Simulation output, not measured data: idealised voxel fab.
Process module, titled voxel gate over fins
Pictured: cross-section cut, 280 nm wide, on a grid of 5 nm square cells.
Reading order for cross-sections: top band down to bottom band. Underlying form: a grid of square cells. Band size: one or more rows of cells. In this notation a band is specified by the heights of its top and bottom, in that order and in nm, after which its materials appear from left to right, each paired with its width in nm. The word "throughout" attached to a single material means that material fills the band from edge to edge; the word "air" stands for empty space. Heights are reckoned from 0. Under this level, the received wafer is all of one material. The bottommost band is open-ended downward, for example "0..down". A two-number width, for instance "30 to 40", indicates that the width is equal to the first number in the top row of the band and to the second number in the bottom row, and that it changes by a constant amount per row of cells. For the purposes of this document, the phrase "nothing altered" attached to a step denotes that no cell within the cross-section was modified by that step. The entry "Unvented voids" lists the empty spaces that cover at least 8 cells and have no open path to the top. Each is written as width x height at distance, where the distance is measured from the left edge and all three values are in nm. Heads up: the bit after the settings on a step's line is the simulator's remark on that step. overlay nm: mask offset rightward from planned place, masked step; negative means leftward offset.

Intended process steps
1) RECEIVE: material Si
2) CONFORMAL_DEP: material SiN, thk nm 10
3) DIRECTIONAL_DEP: material aC, thk nm 15
4) PATTERN: tone cover, mask id FINS, material resist, width nm 15, pitch nm 50, thk nm 30, overlay nm 0
5) DIRECTIONAL_ETCH: etch materials aC, depth nm 15
6) STRIP: etch materials resist
7) DIRECTIONAL_ETCH: etch materials SiN, depth nm 10
8) DIRECTIONAL_ETCH: etch materials Si, depth nm 30
9) STRIP: etch materials aC
10) OXIDIZE: depth nm 5
11) FILL_DEP: material SiO2, thk nm 15
12) CMP: height nm 10
13) MASKED_ETCH: tone open, mask id RAIL, width nm 15, etch materials SiO2, depth nm 35, overlay nm 0
14) CONFORMAL_DEP: material TiN, thk nm 5
15) FILL_DEP: material W, thk nm 5
16) CMP: height nm 10
17) SELECTIVE_ETCH: etch materials W Ru TiN, depth nm 25
18) FILL_DEP: material SiO2, thk nm 5
19) CMP: height nm 10
20) SELECTIVE_ETCH: etch materials SiO2, depth nm 20
21) STRIP: etch materials SiN
22) CONFORMAL_DEP: material HfO2, thk nm 5
23) CONFORMAL_DEP: material TiN, thk nm 5
24) FILL_DEP: material W, thk nm 15
25) CMP: height nm 20
26) CONFORMAL_DEP: material SiN, thk nm 5

The first wafer of two, processed as planned

As-received state of the wafer in cross-section, equivalent to post-step 1
* 0..down: Si throughout
* Unvented voids: none

Wafer after step 2 (cross-section)
* 10..0: SiN throughout
* Below 0 it's all the same as before, nothing changed down there.

Wafer after step 3 (cross-section)
* 25..10: aC throughout
* Below 10 it's all the same as before, nothing changed down there.

Wafer after step 4 (cross-section)
* 55..25: 55 nm air  15 nm resist  35 nm air  15 nm resist  35 nm air  15 nm resist  35 nm air  15 nm resist  60 nm air
* Below 25 it's all the same as before, nothing changed down there.

Wafer after step 5 (cross-section)
* 40..25: 55 nm air  15 nm resist  35 nm air  15 nm resist  35 nm air  15 nm resist  35 nm air  15 nm resist  60 nm air
* 25..10: 55 nm air  15 nm aC  35 nm air  15 nm aC  35 nm air  15 nm aC  35 nm air  15 nm aC  60 nm air
* Below 10 it's all the same as before, nothing changed down there.

Wafer after step 6 (cross-section)
* 25..10: 55 nm air  15 nm aC  35 nm air  15 nm aC  35 nm air  15 nm aC  35 nm air  15 nm aC  60 nm air
* Below 10 it's all the same as before, nothing changed down there.

Wafer after step 7 (cross-section)
* 25..10: 55 nm air  15 nm aC  35 nm air  15 nm aC  35 nm air  15 nm aC  35 nm air  15 nm aC  60 nm air
* 10..0: 55 nm air  15 nm SiN  35 nm air  15 nm SiN  35 nm air  15 nm SiN  35 nm air  15 nm SiN  60 nm air
* Below 0 it's all the same as before, nothing changed down there.

Wafer after step 8 (cross-section)
* 25..10: 55 nm air  15 nm aC  35 nm air  15 nm aC  35 nm air  15 nm aC  35 nm air  15 nm aC  60 nm air
* 10..0: 55 nm air  15 nm SiN  35 nm air  15 nm SiN  35 nm air  15 nm SiN  35 nm air  15 nm SiN  60 nm air
* 0..-30: 55 nm air  15 nm Si  35 nm air  15 nm Si  35 nm air  15 nm Si  35 nm air  15 nm Si  60 nm air
* Below -30 it's all the same as before, nothing changed down there.

Wafer after step 9 (cross-section)
* 10..0: 55 nm air  15 nm SiN  35 nm air  15 nm SiN  35 nm air  15 nm SiN  35 nm air  15 nm SiN  60 nm air
* Below 0 it's all the same as before, nothing changed down there.

Wafer after step 10 (cross-section)
* 10..0: 55 nm air  15 nm SiN  35 nm air  15 nm SiN  35 nm air  15 nm SiN  35 nm air  15 nm SiN  60 nm air
* 0..-30: 55 nm air  5 nm SiO2  5 nm Si  5 nm SiO2  35 nm air  5 nm SiO2  5 nm Si  5 nm SiO2  35 nm air  5 nm SiO2  5 nm Si  5 nm SiO2  35 nm air  5 nm SiO2  5 nm Si  5 nm SiO2  60 nm air
* -30..-35: 60 nm SiO2  5 nm Si  45 nm SiO2  5 nm Si  45 nm SiO2  5 nm Si  45 nm SiO2  5 nm Si  65 nm SiO2
* Below -35 it's all the same as before, nothing changed down there.

Wafer after step 11 (cross-section)
* 25..10: SiO2 throughout
* 10..0: 55 nm SiO2  15 nm SiN  35 nm SiO2  15 nm SiN  35 nm SiO2  15 nm SiN  35 nm SiO2  15 nm SiN  60 nm SiO2
* 0..-35: 60 nm SiO2  5 nm Si  45 nm SiO2  5 nm Si  45 nm SiO2  5 nm Si  45 nm SiO2  5 nm Si  65 nm SiO2
* Below -35 it's all the same as before, nothing changed down there.

Wafer after step 12 (cross-section)
* 10..0: 55 nm SiO2  15 nm SiN  35 nm SiO2  15 nm SiN  35 nm SiO2  15 nm SiN  35 nm SiO2  15 nm SiN  60 nm SiO2
* Below 0 it's all the same as before, nothing changed down there.

Wafer after step 13 (cross-section)
* 10..0: 55 nm SiO2  15 nm SiN  10 nm SiO2  15 nm air  10 nm SiO2  15 nm SiN  35 nm SiO2  15 nm SiN  35 nm SiO2  15 nm SiN  60 nm SiO2
* 0..-25: 60 nm SiO2  5 nm Si  15 nm SiO2  15 nm air  15 nm SiO2  5 nm Si  45 nm SiO2  5 nm Si  45 nm SiO2  5 nm Si  65 nm SiO2
* Below -25 it's all the same as before, nothing changed down there.

Wafer after step 14 (cross-section)
* 15..10: 85 nm TiN  5 nm air  190 nm TiN
* 10..0: 55 nm SiO2  15 nm SiN  10 nm SiO2  5 nm TiN  5 nm air  5 nm TiN  10 nm SiO2  15 nm SiN  35 nm SiO2  15 nm SiN  35 nm SiO2  15 nm SiN  60 nm SiO2
* 0..-20: 60 nm SiO2  5 nm Si  15 nm SiO2  5 nm TiN  5 nm air  5 nm TiN  15 nm SiO2  5 nm Si  45 nm SiO2  5 nm Si  45 nm SiO2  5 nm Si  65 nm SiO2
* -20..-25: 60 nm SiO2  5 nm Si  15 nm SiO2  15 nm TiN  15 nm SiO2  5 nm Si  45 nm SiO2  5 nm Si  45 nm SiO2  5 nm Si  65 nm SiO2
* Below -25 it's all the same as before, nothing changed down there.

Wafer after step 15 (cross-section)
* 20..15: W throughout
* 15..10: 85 nm TiN  5 nm W  190 nm TiN
* 10..0: 55 nm SiO2  15 nm SiN  10 nm SiO2  5 nm TiN  5 nm W  5 nm TiN  10 nm SiO2  15 nm SiN  35 nm SiO2  15 nm SiN  35 nm SiO2  15 nm SiN  60 nm SiO2
* 0..-20: 60 nm SiO2  5 nm Si  15 nm SiO2  5 nm TiN  5 nm W  5 nm TiN  15 nm SiO2  5 nm Si  45 nm SiO2  5 nm Si  45 nm SiO2  5 nm Si  65 nm SiO2
* Below -20 it's all the same as before, nothing changed down there.

Wafer after step 16 (cross-section)
* 10..0: 55 nm SiO2  15 nm SiN  10 nm SiO2  5 nm TiN  5 nm W  5 nm TiN  10 nm SiO2  15 nm SiN  35 nm SiO2  15 nm SiN  35 nm SiO2  15 nm SiN  60 nm SiO2
* Below 0 it's all the same as before, nothing changed down there.

Wafer after step 17 (cross-section)
* 10..0: 55 nm SiO2  15 nm SiN  10 nm SiO2  15 nm air  10 nm SiO2  15 nm SiN  35 nm SiO2  15 nm SiN  35 nm SiO2  15 nm SiN  60 nm SiO2
* 0..-15: 60 nm SiO2  5 nm Si  15 nm SiO2  15 nm air  15 nm SiO2  5 nm Si  45 nm SiO2  5 nm Si  45 nm SiO2  5 nm Si  65 nm SiO2
* Below -15 it's all the same as before, nothing changed down there.

Wafer after step 18 (cross-section)
* 15..10: SiO2 throughout
* 10..0: 55 nm SiO2  15 nm SiN  35 nm SiO2  15 nm SiN  35 nm SiO2  15 nm SiN  35 nm SiO2  15 nm SiN  60 nm SiO2
* 0..-15: 60 nm SiO2  5 nm Si  45 nm SiO2  5 nm Si  45 nm SiO2  5 nm Si  45 nm SiO2  5 nm Si  65 nm SiO2
* Below -15 it's all the same as before, nothing changed down there.

Wafer after step 19 (cross-section)
* 10..0: 55 nm SiO2  15 nm SiN  35 nm SiO2  15 nm SiN  35 nm SiO2  15 nm SiN  35 nm SiO2  15 nm SiN  60 nm SiO2
* Below 0 it's all the same as before, nothing changed down there.

Wafer after step 20 (cross-section)
* 10..0: 55 nm air  15 nm SiN  35 nm air  15 nm SiN  35 nm air  15 nm SiN  35 nm air  15 nm SiN  60 nm air
* 0..-10: 60 nm air  5 nm Si  45 nm air  5 nm Si  45 nm air  5 nm Si  45 nm air  5 nm Si  65 nm air
* Below -10 it's all the same as before, nothing changed down there.

Wafer after step 21 (cross-section)
* 0..-10: 60 nm air  5 nm Si  45 nm air  5 nm Si  45 nm air  5 nm Si  45 nm air  5 nm Si  65 nm air
* Below -10 it's all the same as before, nothing changed down there.

Wafer after step 22 (cross-section)
* 5..0: 55 nm air  15 nm HfO2  35 nm air  15 nm HfO2  35 nm air  15 nm HfO2  35 nm air  15 nm HfO2  60 nm air
* 0..-5: 55 nm air  5 nm HfO2  5 nm Si  5 nm HfO2  35 nm air  5 nm HfO2  5 nm Si  5 nm HfO2  35 nm air  5 nm HfO2  5 nm Si  5 nm HfO2  35 nm air  5 nm HfO2  5 nm Si  5 nm HfO2  60 nm air
* -5..-10: 60 nm HfO2  5 nm Si  45 nm HfO2  5 nm Si  45 nm HfO2  5 nm Si  45 nm HfO2  5 nm Si  65 nm HfO2
* Below -10 it's all the same as before, nothing changed down there.

Wafer after step 23 (cross-section)
* 10..5: 50 nm air  25 nm TiN  25 nm air  25 nm TiN  25 nm air  25 nm TiN  25 nm air  25 nm TiN  55 nm air
* 5..0: 50 nm air  5 nm TiN  15 nm HfO2  5 nm TiN  25 nm air  5 nm TiN  15 nm HfO2  5 nm TiN  25 nm air  5 nm TiN  15 nm HfO2  5 nm TiN  25 nm air  5 nm TiN  15 nm HfO2  5 nm TiN  55 nm air
* 0..-5: 55 nm TiN  5 nm HfO2  5 nm Si  5 nm HfO2  35 nm TiN  5 nm HfO2  5 nm Si  5 nm HfO2  35 nm TiN  5 nm HfO2  5 nm Si  5 nm HfO2  35 nm TiN  5 nm HfO2  5 nm Si  5 nm HfO2  60 nm TiN
* Below -5 it's all the same as before, nothing changed down there.

Wafer after step 24 (cross-section)
* 25..10: W throughout
* 10..5: 50 nm W  25 nm TiN  25 nm W  25 nm TiN  25 nm W  25 nm TiN  25 nm W  25 nm TiN  55 nm W
* 5..0: 50 nm W  5 nm TiN  15 nm HfO2  5 nm TiN  25 nm W  5 nm TiN  15 nm HfO2  5 nm TiN  25 nm W  5 nm TiN  15 nm HfO2  5 nm TiN  25 nm W  5 nm TiN  15 nm HfO2  5 nm TiN  55 nm W
* Below 0 it's all the same as before, nothing changed down there.

Wafer after step 25 (cross-section)
* 20..10: W throughout
* Below 10 it's all the same as before, nothing changed down there.

Wafer after step 26 (cross-section)
* 25..20: SiN throughout
* Below 20 it's all the same as before, nothing changed down there.

What follows concerns the second wafer, which started out like the first and was meant to follow the very same plan; one mistake crept in when it was run, but everything up to and including step 20 is the same as for the first wafer

Cross-sectional representation of the second wafer at the time designated in the plan for the completion of step 21
* 10..0: 55 nm air  15 nm SiN  35 nm air  15 nm SiN  35 nm air  15 nm SiN  35 nm air  15 nm SiN  60 nm air
* 0..-35: 60 nm air  5 nm Si  45 nm air  5 nm Si  45 nm air  5 nm Si  45 nm air  5 nm Si  65 nm air
* Below -35 it's all the same as before, nothing changed down there.

Cross-sectional representation of the second wafer at the time designated in the plan for the completion of step 22
* 15..10: 50 nm air  25 nm HfO2  25 nm air  25 nm HfO2  25 nm air  25 nm HfO2  25 nm air  25 nm HfO2  55 nm air
* 10..0: 50 nm air  5 nm HfO2  15 nm SiN  5 nm HfO2  25 nm air  5 nm HfO2  15 nm SiN  5 nm HfO2  25 nm air  5 nm HfO2  15 nm SiN  5 nm HfO2  25 nm air  5 nm HfO2  15 nm SiN  5 nm HfO2  55 nm air
* 0..-5: 50 nm air  10 nm HfO2  5 nm Si  10 nm HfO2  25 nm air  10 nm HfO2  5 nm Si  10 nm HfO2  25 nm air  10 nm HfO2  5 nm Si  10 nm HfO2  25 nm air  10 nm HfO2  5 nm Si  10 nm HfO2  55 nm air
* -5..-30: 55 nm air  5 nm HfO2  5 nm Si  5 nm HfO2  35 nm air  5 nm HfO2  5 nm Si  5 nm HfO2  35 nm air  5 nm HfO2  5 nm Si  5 nm HfO2  35 nm air  5 nm HfO2  5 nm Si  5 nm HfO2  60 nm air
* -30..-35: 60 nm HfO2  5 nm Si  45 nm HfO2  5 nm Si  45 nm HfO2  5 nm Si  45 nm HfO2  5 nm Si  65 nm HfO2
* Below -35 it's all the same as before, nothing changed down there.

Cross-sectional representation of the second wafer at the time designated in the plan for the completion of step 23
* 20..15: 45 nm air  35 nm TiN  15 nm air  35 nm TiN  15 nm air  35 nm TiN  15 nm air  35 nm TiN  50 nm air
* 15..10: 45 nm air  5 nm TiN  25 nm HfO2  5 nm TiN  15 nm air  5 nm TiN  25 nm HfO2  5 nm TiN  15 nm air  5 nm TiN  25 nm HfO2  5 nm TiN  15 nm air  5 nm TiN  25 nm HfO2  5 nm TiN  50 nm air
* 10..0: 45 nm air  5 nm TiN  5 nm HfO2  15 nm SiN  5 nm HfO2  5 nm TiN  15 nm air  5 nm TiN  5 nm HfO2  15 nm SiN  5 nm HfO2  5 nm TiN  15 nm air  5 nm TiN  5 nm HfO2  15 nm SiN  5 nm HfO2  5 nm TiN  15 nm air  5 nm TiN  5 nm HfO2  15 nm SiN  5 nm HfO2  5 nm TiN  50 nm air
* 0..-10: 45 nm air  5 to 10 nm TiN  10 to 5 nm HfO2  5 nm Si  10 to 5 nm HfO2  5 to 10 nm TiN  15 nm air  5 to 10 nm TiN  10 to 5 nm HfO2  5 nm Si  10 to 5 nm HfO2  5 to 10 nm TiN  15 nm air  5 to 10 nm TiN  10 to 5 nm HfO2  5 nm Si  10 to 5 nm HfO2  5 to 10 nm TiN  15 nm air  5 to 10 nm TiN  10 to 5 nm HfO2  5 nm Si  10 to 5 nm HfO2  5 to 10 nm TiN  50 nm air
* -10..-25: 50 nm air  5 nm TiN  5 nm HfO2  5 nm Si  5 nm HfO2  5 nm TiN  25 nm air  5 nm TiN  5 nm HfO2  5 nm Si  5 nm HfO2  5 nm TiN  25 nm air  5 nm TiN  5 nm HfO2  5 nm Si  5 nm HfO2  5 nm TiN  25 nm air  5 nm TiN  5 nm HfO2  5 nm Si  5 nm HfO2  5 nm TiN  55 nm air
* -25..-30: 55 nm TiN  5 nm HfO2  5 nm Si  5 nm HfO2  35 nm TiN  5 nm HfO2  5 nm Si  5 nm HfO2  35 nm TiN  5 nm HfO2  5 nm Si  5 nm HfO2  35 nm TiN  5 nm HfO2  5 nm Si  5 nm HfO2  60 nm TiN
* Below -30 it's all the same as before, nothing changed down there.

Cross-sectional representation of the second wafer at the time designated in the plan for the completion of step 24
* 35..20: W throughout
* 20..15: 45 nm W  35 nm TiN  15 nm W  35 nm TiN  15 nm W  35 nm TiN  15 nm W  35 nm TiN  50 nm W
* 15..10: 45 nm W  5 nm TiN  25 nm HfO2  5 nm TiN  15 nm W  5 nm TiN  25 nm HfO2  5 nm TiN  15 nm W  5 nm TiN  25 nm HfO2  5 nm TiN  15 nm W  5 nm TiN  25 nm HfO2  5 nm TiN  50 nm W
* 10..0: 45 nm W  5 nm TiN  5 nm HfO2  15 nm SiN  5 nm HfO2  5 nm TiN  15 nm W  5 nm TiN  5 nm HfO2  15 nm SiN  5 nm HfO2  5 nm TiN  15 nm W  5 nm TiN  5 nm HfO2  15 nm SiN  5 nm HfO2  5 nm TiN  15 nm W  5 nm TiN  5 nm HfO2  15 nm SiN  5 nm HfO2  5 nm TiN  50 nm W
* 0..-10: 45 nm W  5 to 10 nm TiN  10 to 5 nm HfO2  5 nm Si  10 to 5 nm HfO2  5 to 10 nm TiN  15 nm W  5 to 10 nm TiN  10 to 5 nm HfO2  5 nm Si  10 to 5 nm HfO2  5 to 10 nm TiN  15 nm W  5 to 10 nm TiN  10 to 5 nm HfO2  5 nm Si  10 to 5 nm HfO2  5 to 10 nm TiN  15 nm W  5 to 10 nm TiN  10 to 5 nm HfO2  5 nm Si  10 to 5 nm HfO2  5 to 10 nm TiN  50 nm W
* -10..-25: 50 nm W  5 nm TiN  5 nm HfO2  5 nm Si  5 nm HfO2  5 nm TiN  25 nm W  5 nm TiN  5 nm HfO2  5 nm Si  5 nm HfO2  5 nm TiN  25 nm W  5 nm TiN  5 nm HfO2  5 nm Si  5 nm HfO2  5 nm TiN  25 nm W  5 nm TiN  5 nm HfO2  5 nm Si  5 nm HfO2  5 nm TiN  55 nm W
* Below -25 it's all the same as before, nothing changed down there.

Cross-sectional representation of the second wafer at the time designated in the plan for the completion of step 25
* 20..15: 45 nm W  35 nm TiN  15 nm W  35 nm TiN  15 nm W  35 nm TiN  15 nm W  35 nm TiN  50 nm W
* Below 15 it's all the same as before, nothing changed down there.

Cross-sectional representation of the second wafer at the time designated in the plan for the completion of step 26
* 25..20: SiN throughout
* Below 20 it's all the same as before, nothing changed down there.
Against the plan, the run slipped here: planned and actual differ for step 21; actual: STRIP: etch materials SiO2
The closing comparison, in cells, has the second wafer with more or fewer of some materials than the first: HfO2 +72; SiN +24; SiO2 -254; TiN +67; W +91
